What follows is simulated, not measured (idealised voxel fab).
process module | voxel spacer lines
cross-section cut | 175 nm wide | cells 5 nm
A cross-section is a grid of square cells, given in bands from the top down. A band is one or more rows of cells.
Each band's line starts with the height of the band's top and of its bottom, in nm. Then come its materials from left to right, each with its width in nm. One material with "throughout" fills the band from edge to edge. "air" is empty space.
Height 0 is the level under which the wafer as received is all one material. The lowest band goes on downwards, as in "0 down".
A width such as "30 to 40" changes by the same amount from each row of cells to the next, from the band's top row to its bottom row.
"no change" after a step means that no cell of the cross-section changed.
closed voids: empty space of 8 cells or more with no open way to the top, each as width x height at its distance from the left edge, in nm
after a step's settings: what the simulator itself notes on the step
overlay nm, on a step with a mask: how far to the right of its planned place the mask lay; to the left if negative
plan
1 op RECEIVE | material Si
2 op CONFORMAL_DEP | material Al2O3 | thk nm 10
3 op DIRECTIONAL_DEP | material W | thk nm 15
4 op DIRECTIONAL_DEP | material polySi | thk nm 25
5 op PATTERN | tone cover | mask id MANDREL | material resist | width nm 20 | pitch nm 60 | thk nm 30 | overlay nm 0
6 op DIRECTIONAL_ETCH | etch materials polySi | depth nm 25
7 op STRIP | etch materials resist
8 op CONFORMAL_DEP | material SiN | thk nm 10
9 op DIRECTIONAL_ETCH | etch materials SiN | depth nm 10
10 op STRIP | etch materials polySi
11 op DIRECTIONAL_ETCH | etch materials W | depth nm 15
12 op STRIP | etch materials SiN
13 op FILL_DEP | material SiO2 | thk nm 10
14 op CMP | height nm 25
as received, after step 1
  0 down: Si throughout
  closed voids: none
a wafer at the end: this start, this plan, one mistake
  25 to 10: polySi 5 | W 10 | polySi 20 | W 10 | polySi 20 | W 10 | polySi 20 | W 10 | polySi 20 | W 10 | polySi 20 | W 10 | polySi 10
  10 to 0: Al2O3 throughout
  0 down: Si throughout
  closed voids: none
what went wrong: step 13 ran as: op FILL_DEP | material polySi | thk nm 10
